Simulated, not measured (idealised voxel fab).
process module | voxel double patterning
cross-section cut | 235 nm wide | cells 5 nm
A cross-section is a grid of square cells, given in bands from the top down. A band is one or more rows of cells.
Each band's line starts with the height of the band's top and of its bottom, in nm. Then come its materials from left to right, each with its width in nm. One material with "throughout" fills the band from edge to edge. "air" is empty space.
Height 0 is the level under which the wafer as received is all one material. The lowest band goes on downwards, as in "0 down".
A width such as "30 to 40" changes by the same amount from each row of cells to the next, from the band's top row to its bottom row.
"no change" after a step means that no cell of the cross-section changed.
closed voids: empty space of 8 cells or more with no open way to the top, each as width x height at its distance from the left edge, in nm
after a step's settings: what the simulator itself notes on the step
overlay nm, on a step with a mask: how far to the right of its planned place the mask lay; to the left if negative
plan
1 op RECEIVE | material Si
2 op CONFORMAL_DEP | material SiO2 | thk nm 5
3 op DIRECTIONAL_DEP | material W | thk nm 15
4 op DIRECTIONAL_DEP | material SiCN | thk nm 10
5 op PATTERN | tone open | mask id FIRST | material resist | width nm 15 | pitch nm 50 | thk nm 20 | overlay nm 0
6 op DIRECTIONAL_ETCH | etch materials SiCN | depth nm 10
7 op STRIP | etch materials resist
8 op MASKED_ETCH | tone open | mask id SECOND | width nm 15 | pitch nm 50 | etch materials SiCN | depth nm 10 | overlay nm 0
9 op DIRECTIONAL_ETCH | etch materials W | depth nm 15
10 op STRIP | etch materials SiCN
as received, after step 1
  0 down: Si throughout
  closed voids: none
a wafer at the end: this start, this plan, one mistake
  30 to 20: SiCN 60 | air 15 | SiCN 10 | air 15 | SiCN 10 | air 15 | SiCN 10 | air 15 | SiCN 10 | air 15 | SiCN 60
  20 to 5: W 60 | air 15 | W 10 | air 15 | W 10 | air 15 | W 10 | air 15 | W 10 | air 15 | W 60
  5 to 0: SiO2 throughout
  0 down: Si throughout
  closed voids: none
what went wrong: step 10 was left out
